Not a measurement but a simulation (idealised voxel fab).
Process module under the name voxel wiring stack
This is section cut - it's 165 nm across, gridded in 5 nm square cells.
Cross-section = grid of square cells, listed top down in bands; band = one or more rows. Quick guide to a band line: top height, bottom height (nm) up front; then every material left to right with its width in nm. Only one material and it's marked "all across"? Then it fills the band edge to edge. And "blank" just means empty space. Heights from 0 (as-received wafer is one material below). Bottom band endless downward, as "0 down". You'd read "30..40" like this: the band's top row of cells is as wide as the first number, its bottom row is as wide as the second, and going down, every row changes width by the same amount as the row before did. It should be understood that the words "same as before", when stated for a given step, signify that the cross-section underwent no change in any of its cells during that step. This entry, "closed voids", enumerates those empty regions of no fewer than 8 cells that possess no open connection to the top. Each region is reported in the form width x height at distance, the distance being taken from the left edge, with all three quantities expressed in nm. Where a step's line continues beyond its settings, the continuation is a remark by the simulator itself on that step. overlay nm: on a step with a mask, how far right of its planned place the mask lay; negative means left. Note on reading: below, each pair holds a cross-section from before one process step and one from after it; the one from after shows only down to the lowest band that changed. Beneath the pair, the step in between is stated along with its settings. The pairs can stem from different runs of this module on the same starting wafer. Where a pair's entry headed "Before-step section" says so, and only there, that pair continues from the pair above it.

-- Before-step section
	75 to 65 = 45 blank, then 15 aC, then 105 blank
	65 to 50 = 45 blank, then 15 SiO2, then 105 blank
	50 to 45 = SiCN all across
	45 to 40 = 40 SiCN, then 35 Ru, then 15 SiCN, then 35 Ru, then 40 SiCN
	40 to 20 = 45 SiO2, then 5 TiN, then 15 Cu, then 5 TiN, then 25 SiO2, then 5 TiN, then 15 Cu, then 5 TiN, then 45 SiO2
	20 to 15 = 45 SiCN, then 25 TiN, then 25 SiCN, then 25 TiN, then 45 SiCN
	15 to 0 = SiO2 all across
	0 down = Si all across
	closed voids: none

-- After the Step
	75 to 65 = 45 blank, then 15 aC, then 105 blank
	65 to 50 = 45 blank, then 15 SiO2, then 105 blank
	50 to 45 = 45 blank, then 15 SiCN, then 105 blank
	Unchanged below 45.
	closed voids: none
Step taken after the before cross-section and before the after cross-section above: DIRECTIONAL_ETCH | etch materials SiCN | depth nm 5

Before-step section: Please consult the pair immediately above; the cross-section it shows after its step is the state before this step.

-- After the Step
	65 to 50 = 45 blank, then 15 SiO2, then 105 blank
	Unchanged below 50.
	closed voids: none
Step taken after the before cross-section and before the after cross-section above: STRIP | etch materials aC

Before-step section: Please consult the pair immediately above; the cross-section it shows after its step is the state before this step.

-- After the Step
	70 to 65 = 40 blank, then 25 TiN, then 100 blank
	65 to 50 = 40 blank, then 5 TiN, then 15 SiO2, then 5 TiN, then 100 blank
	50 to 45 = 45 TiN, then 15 SiCN, then 105 TiN
	Unchanged below 45.
	closed voids: none
Step taken after the before cross-section and before the after cross-section above: CONFORMAL_DEP | material TiN | thk nm 5

Before-step section: Please consult the pair immediately above; the cross-section it shows after its step is the state before this step.

-- After the Step
	75 to 70 = Cu all across
	70 to 65 = 40 Cu, then 25 TiN, then 100 Cu
	65 to 50 = 40 Cu, then 5 TiN, then 15 SiO2, then 5 TiN, then 100 Cu
	Unchanged below 50.
	closed voids: none
Step taken after the before cross-section and before the after cross-section above: FILL_DEP | material Cu | thk nm 5

Before-step section: Please consult the pair immediately above; the cross-section it shows after its step is the state before this step.

-- After the Step
	65 to 50 = 40 Cu, then 5 TiN, then 15 SiO2, then 5 TiN, then 100 Cu
	Unchanged below 50.
	closed voids: none
Step taken after the before cross-section and before the after cross-section above: CMP | height nm 65

Before-step section: Please consult the pair immediately above; the cross-section it shows after its step is the state before this step.

-- After the Step
	70 to 65 = TiN all across
	Unchanged below 65.
	closed voids: none
Step taken after the before cross-section and before the after cross-section above: DIRECTIONAL_DEP | material TiN | thk nm 5

Before-step section: Please consult the pair immediately above; the cross-section it shows after its step is the state before this step.

-- After the Step
	85 to 70 = W all across
	Unchanged below 70.
	closed voids: none
Step taken after the before cross-section and before the after cross-section above: DIRECTIONAL_DEP | material W | thk nm 15

Before-step section: Please consult the pair immediately above; the cross-section it shows after its step is the state before this step.

-- After the Step
	85 to 70 = 45 blank, then 25 W, then 25 blank, then 25 W, then 45 blank
	Unchanged below 70.
	closed voids: none
Step taken after the before cross-section and before the after cross-section above: MASKED_ETCH | tone cover | mask id METAL_2 | width nm 25 | pitch nm 50 | etch materials W | depth nm 15 | overlay nm 0

Before-step section: Please consult the pair immediately above; the cross-section it shows after its step is the state before this step.

-- After the Step
	85 to 70 = 45 blank, then 25 W, then 25 blank, then 25 W, then 45 blank
	70 to 65 = 45 blank, then 25 TiN, then 25 blank, then 25 TiN, then 45 blank
	Unchanged below 65.
	closed voids: none
Step taken after the before cross-section and before the after cross-section above: MASKED_ETCH | tone cover | mask id METAL_2 | width nm 25 | pitch nm 50 | etch materials TiN | depth nm 5 | overlay nm 0

Before-step section: Please consult the pair immediately above; the cross-section it shows after its step is the state before this step.

-- After the Step
	95 to 85 = lowk all across
	85 to 70 = 45 lowk, then 25 W, then 25 lowk, then 25 W, then 45 lowk
	70 to 65 = 45 lowk, then 25 TiN, then 25 lowk, then 25 TiN, then 45 lowk
	Unchanged below 65.
	closed voids: none
Step taken after the before cross-section and before the after cross-section above: FILL_DEP | material lowk | thk nm 10

Before-step section: Please consult the pair immediately above; the cross-section it shows after its step is the state before this step.

-- After the Step
	85 to 70 = 45 lowk, then 25 W, then 25 lowk, then 25 W, then 45 lowk
	Unchanged below 70.
	closed voids: none
Step taken after the before cross-section and before the after cross-section above: CMP | height nm 85

Before-step section: Please consult the pair immediately above; the cross-section it shows after its step is the state before this step.

-- After the Step
	90 to 85 = SiCN all across
	Unchanged below 85.
	closed voids: none
Step taken after the before cross-section and before the after cross-section above: CONFORMAL_DEP | material SiCN | thk nm 5

Before-step section: Please consult the pair immediately above; the cross-section it shows after its step is the state before this step.

-- After the Step
	115 to 90 = lowk all across
	Unchanged below 90.
	closed voids: none
Step taken after the before cross-section and before the after cross-section above: DIRECTIONAL_DEP | material lowk | thk nm 25

Before-step section: Please consult the pair immediately above; the cross-section it shows after its step is the state before this step.

-- After the Step
	125 to 115 = aC all across
	Unchanged below 115.
	closed voids: none
Step taken after the before cross-section and before the after cross-section above: DIRECTIONAL_DEP | material aC | thk nm 10

Before-step section: Please consult the pair immediately above; the cross-section it shows after its step is the state before this step.

-- After the Step
	155 to 125 = 45 resist, then 15 blank, then 105 resist
	Unchanged below 125.
	closed voids: none
Step taken after the before cross-section and before the after cross-section above: PATTERN | tone open | mask id METAL_3_HOLES | material resist | width nm 15 | thk nm 30 | overlay nm 0

Before-step section: Please consult the pair immediately above; the cross-section it shows after its step is the state before this step.

-- After the Step
	145 to 125 = 45 resist, then 15 blank, then 105 resist
	125 to 115 = 45 aC, then 15 blank, then 105 aC
	Unchanged below 115.
	closed voids: none
Step taken after the before cross-section and before the after cross-section above: DIRECTIONAL_ETCH | etch materials aC | depth nm 10

Before-step section: Please consult the pair immediately above; the cross-section it shows after its step is the state before this step.

-- After the Step
	125 to 115 = 45 aC, then 15 blank, then 105 aC
	Unchanged below 115.
	closed voids: none
Step taken after the before cross-section and before the after cross-section above: STRIP | etch materials resist

Before-step section: Please consult the pair immediately above; the cross-section it shows after its step is the state before this step.

-- After the Step
	125 to 115 = 45 aC, then 15 blank, then 105 aC
	115 to 90 = 45 lowk, then 15 blank, then 105 lowk
	Unchanged below 90.
	closed voids: none
Step taken after the before cross-section and before the after cross-section above: DIRECTIONAL_ETCH | etch materials lowk | depth nm 25

Before-step section: Please consult the pair immediately above; the cross-section it shows after its step is the state before this step.

-- After the Step
	115 to 90 = 45 lowk, then 15 blank, then 105 lowk
	Unchanged below 90.
	closed voids: none
Step taken after the before cross-section and before the after cross-section above: STRIP | etch materials aC

Before-step section: Please consult the pair immediately above; the cross-section it shows after its step is the state before this step.

-- After the Step
	115 to 100 = 45 lowk, then 25 blank, then 25 lowk, then 25 blank, then 45 lowk
	Unchanged below 100.
	closed voids: none
Step taken after the before cross-section and before the after cross-section above: MASKED_ETCH | tone open | mask id METAL_3 | width nm 25 | pitch nm 50 | etch materials lowk | depth nm 15 | overlay nm 0

Before-step section: Please consult the pair immediately above; the cross-section it shows after its step is the state before this step.

-- After the Step
	115 to 100 = 45 lowk, then 25 blank, then 25 lowk, then 25 blank, then 45 lowk
	100 to 90 = 45 lowk, then 15 blank, then 105 lowk
	90 to 85 = 45 SiCN, then 15 blank, then 105 SiCN
	Unchanged below 85.
	closed voids: none
Step taken after the before cross-section and before the after cross-section above: MASKED_ETCH | tone open | mask id METAL_3 | width nm 25 | pitch nm 50 | etch materials SiCN | depth nm 5 | overlay nm 0

Before-step section: Please consult the pair immediately above; the cross-section it shows after its step is the state before this step.

-- After the Step
	120 to 115 = 50 TiN, then 15 blank, then 35 TiN, then 15 blank, then 50 TiN
	115 to 105 = 45 lowk, then 5 TiN, then 15 blank, then 5 TiN, then 25 lowk, then 5 TiN, then 15 blank, then 5 TiN, then 45 lowk
	105 to 100 = 45 lowk, then 5 TiN, then 5 blank, then 15 TiN, then 25 lowk, then 25 TiN, then 45 lowk
	100 to 90 = 45 lowk, then 5 TiN, then 5 blank, then 5 TiN, then 105 lowk
	90 to 85 = 45 SiCN, then 15 TiN, then 105 SiCN
	Unchanged below 85.
	closed voids: none
Step taken after the before cross-section and before the after cross-section above: CONFORMAL_DEP | material TiN | thk nm 5

Before-step section: Please consult the pair immediately above; the cross-section it shows after its step is the state before this step.

-- After the Step
	125 to 120 = Ru all across
	120 to 115 = 50 TiN, then 15 Ru, then 35 TiN, then 15 Ru, then 50 TiN
	115 to 105 = 45 lowk, then 5 TiN, then 15 Ru, then 5 TiN, then 25 lowk, then 5 TiN, then 15 Ru, then 5 TiN, then 45 lowk
	105 to 100 = 45 lowk, then 5 TiN, then 5 Ru, then 15 TiN, then 25 lowk, then 25 TiN, then 45 lowk
	100 to 90 = 45 lowk, then 5 TiN, then 5 Ru, then 5 TiN, then 105 lowk
	Unchanged below 90.
	closed voids: none
Step taken after the before cross-section and before the after cross-section above: FILL_DEP | material Ru | thk nm 5

Before-step section: Please consult the pair immediately above; the cross-section it shows after its step is the state before this step.

-- After the Step
	115 to 105 = 45 lowk, then 5 TiN, then 15 Ru, then 5 TiN, then 25 lowk, then 5 TiN, then 15 Ru, then 5 TiN, then 45 lowk
	Unchanged below 105.
	closed voids: none
Step taken after the before cross-section and before the after cross-section above: CMP | height nm 115

Before-step section: Please consult the pair immediately above; the cross-section it shows after its step is the state before this step.

-- After the Step
	120 to 115 = SiCN all across
	Unchanged below 115.
	closed voids: none
Step taken after the before cross-section and before the after cross-section above: CONFORMAL_DEP | material SiCN | thk nm 5

Before-step section: Please consult the pair immediately above; the cross-section it shows after its step is the state before this step.

-- After the Step
	150 to 120 = SiO2 all across
	Unchanged below 120.
	closed voids: none
Step taken after the before cross-section and before the after cross-section above: DIRECTIONAL_DEP | material SiO2 | thk nm 30

Before-step section: Please consult the pair immediately above; the cross-section it shows after its step is the state before this step.

-- After the Step
	165 to 150 = aC all across
	Unchanged below 150.
	closed voids: none
Step taken after the before cross-section and before the after cross-section above: DIRECTIONAL_DEP | material aC | thk nm 15

Before-step section: Please consult the pair immediately above; the cross-section it shows after its step is the state before this step.

-- After the Step
	195 to 165 = 45 resist, then 15 blank, then 35 resist, then 15 blank, then 55 resist
	Unchanged below 165.
	closed voids: none
Step taken after the before cross-section and before the after cross-section above: PATTERN | tone open | mask id METAL_4_HOLES | material resist | width nm 15 | pitch nm 50 | thk nm 30 | overlay nm 0

Before-step section: Please consult the pair immediately above; the cross-section it shows after its step is the state before this step.

-- After the Step
	180 to 165 = 45 resist, then 15 blank, then 35 resist, then 15 blank, then 55 resist
	165 to 150 = 45 aC, then 15 blank, then 35 aC, then 15 blank, then 55 aC
	Unchanged below 150.
	closed voids: none
Step taken after the before cross-section and before the after cross-section above: DIRECTIONAL_ETCH | etch materials aC | depth nm 15

Before-step section: Please consult the pair immediately above; the cross-section it shows after its step is the state before this step.

-- After the Step
	165 to 150 = 45 aC, then 15 blank, then 35 aC, then 15 blank, then 55 aC
	Unchanged below 150.
	closed voids: none
Step taken after the before cross-section and before the after cross-section above: STRIP | etch materials resist

Before-step section: Please consult the pair immediately above; the cross-section it shows after its step is the state before this step.

-- After the Step
	165 to 150 = 45 aC, then 15 blank, then 35 aC, then 15 blank, then 55 aC
	150 to 120 = 45 SiO2, then 15 blank, then 35 SiO2, then 15 blank, then 55 SiO2
	Unchanged below 120.
	closed voids: none
Step taken after the before cross-section and before the after cross-section above: DIRECTIONAL_ETCH | etch materials SiO2 | depth nm 30

Before-step section: Please consult the pair immediately above; the cross-section it shows after its step is the state before this step.

-- After the Step
	150 to 120 = 45 SiO2, then 15 blank, then 35 SiO2, then 15 blank, then 55 SiO2
	Unchanged below 120.
	closed voids: none
Step taken after the before cross-section and before the after cross-section above: STRIP | etch materials aC

Before-step section: Please consult the pair immediately above; the cross-section it shows after its step is the state before this step.

-- After the Step
	165 to 150 = 45 aC, then 15 blank, then 35 aC, then 15 blank, then 55 aC
	150 to 135 = 45 SiO2, then 15 blank, then 35 SiO2, then 15 blank, then 55 SiO2
	135 to 120 = 45 SiO2, then 15 aC, then 35 SiO2, then 15 aC, then 55 SiO2
	Unchanged below 120.
	closed voids: none
Step taken after the before cross-section and before the after cross-section above: DIRECTIONAL_DEP | material aC | thk nm 15

Before-step section: Please consult the pair immediately above; the cross-section it shows after its step is the state before this step.

-- After the Step
	195 to 165 = 45 resist, then 25 blank, then 25 resist, then 25 blank, then 45 resist
	Unchanged below 165.
	closed voids: none
Step taken after the before cross-section and before the after cross-section above: PATTERN | tone open | mask id METAL_4 | material resist | width nm 25 | pitch nm 50 | thk nm 30 | overlay nm 0

Before-step section: Please consult the pair immediately above; the cross-section it shows after its step is the state before this step.

-- After the Step
	180 to 165 = 45 resist, then 25 blank, then 25 resist, then 25 blank, then 45 resist
	165 to 150 = 45 aC, then 25 blank, then 25 aC, then 25 blank, then 45 aC
	150 to 120 = 45 SiO2, then 15 blank, then 35 SiO2, then 15 blank, then 55 SiO2
	Unchanged below 120.
	closed voids: none
Step taken after the before cross-section and before the after cross-section above: DIRECTIONAL_ETCH | etch materials aC | depth nm 15

Before-step section: Please consult the pair immediately above; the cross-section it shows after its step is the state before this step.

-- After the Step
	165 to 150 = 45 aC, then 25 blank, then 25 aC, then 25 blank, then 45 aC
	Unchanged below 150.
	closed voids: none
Step taken after the before cross-section and before the after cross-section above: STRIP | etch materials resist

Before-step section: Please consult the pair immediately above; the cross-section it shows after its step is the state before this step.

-- After the Step
	165 to 150 = 45 aC, then 25 blank, then 25 aC, then 25 blank, then 45 aC
	150 to 135 = 45 SiO2, then 25 blank, then 25 SiO2, then 25 blank, then 45 SiO2
	Unchanged below 135.
	closed voids: none
Step taken after the before cross-section and before the after cross-section above: DIRECTIONAL_ETCH | etch materials SiO2 | depth nm 15

Before-step section: Please consult the pair immediately above; the cross-section it shows after its step is the state before this step.

-- After the Step
	165 to 150 = 45 aC, then 25 blank, then 25 aC, then 25 blank, then 45 aC
	150 to 135 = 45 SiO2, then 25 blank, then 25 SiO2, then 25 blank, then 45 SiO2
	135 to 120 = 45 SiO2, then 15 blank, then 35 SiO2, then 15 blank, then 55 SiO2
	120 to 115 = 45 SiCN, then 15 blank, then 35 SiCN, then 15 blank, then 55 SiCN
	Unchanged below 115.
	closed voids: none
Step taken after the before cross-section and before the after cross-section above: DIRECTIONAL_ETCH | etch materials SiCN | depth nm 5

Before-step section: Please consult the pair immediately above; the cross-section it shows after its step is the state before this step.

-- After the Step
	150 to 135 = 45 SiO2, then 25 blank, then 25 SiO2, then 25 blank, then 45 SiO2
	Unchanged below 135.
	closed voids: none
Step taken after the before cross-section and before the after cross-section above: STRIP | etch materials aC

Before-step section: Please consult the pair immediately above; the cross-section it shows after its step is the state before this step.

-- After the Step
	155 to 150 = 50 TiN, then 15 blank, then 35 TiN, then 15 blank, then 50 TiN
	150 to 140 = 45 SiO2, then 5 TiN, then 15 blank, then 5 TiN, then 25 SiO2, then 5 TiN, then 15 blank, then 5 TiN, then 45 SiO2
	140 to 135 = 45 SiO2, then 5 TiN, then 5 blank, then 15 TiN, then 25 SiO2, then 5 TiN, then 5 blank, then 15 TiN, then 45 SiO2
	135 to 120 = 45 SiO2, then 5 TiN, then 5 blank, then 5 TiN, then 35 SiO2, then 5 TiN, then 5 blank, then 5 TiN, then 55 SiO2
	120 to 115 = 45 SiCN, then 15 TiN, then 35 SiCN, then 15 TiN, then 55 SiCN
	Unchanged below 115.
	closed voids: none
Step taken after the before cross-section and before the after cross-section above: CONFORMAL_DEP | material TiN | thk nm 5

Before-step section: Please consult the pair immediately above; the cross-section it shows after its step is the state before this step.

-- After the Step
	160 to 155 = Cu all across
	155 to 150 = 50 TiN, then 15 Cu, then 35 TiN, then 15 Cu, then 50 TiN
	150 to 140 = 45 SiO2, then 5 TiN, then 15 Cu, then 5 TiN, then 25 SiO2, then 5 TiN, then 15 Cu, then 5 TiN, then 45 SiO2
	140 to 135 = 45 SiO2, then 5 TiN, then 5 Cu, then 15 TiN, then 25 SiO2, then 5 TiN, then 5 Cu, then 15 TiN, then 45 SiO2
	135 to 120 = 45 SiO2, then 5 TiN, then 5 Cu, then 5 TiN, then 35 SiO2, then 5 TiN, then 5 Cu, then 5 TiN, then 55 SiO2
	Unchanged below 120.
	closed voids: none
Step taken after the before cross-section and before the after cross-section above: FILL_DEP | material Cu | thk nm 5

Before-step section: Please consult the pair immediately above; the cross-section it shows after its step is the state before this step.

-- After the Step
	150 to 140 = 45 SiO2, then 5 TiN, then 15 Cu, then 5 TiN, then 25 SiO2, then 5 TiN, then 15 Cu, then 5 TiN, then 45 SiO2
	Unchanged below 140.
	closed voids: none
Step taken after the before cross-section and before the after cross-section above: CMP | height nm 150

Before-step section: Please consult the pair immediately above; the cross-section it shows after its step is the state before this step.

-- After the Step
	155 to 150 = SiN all across
	Unchanged below 150.
	closed voids: none
Step taken after the before cross-section and before the after cross-section above: CONFORMAL_DEP | material SiN | thk nm 5
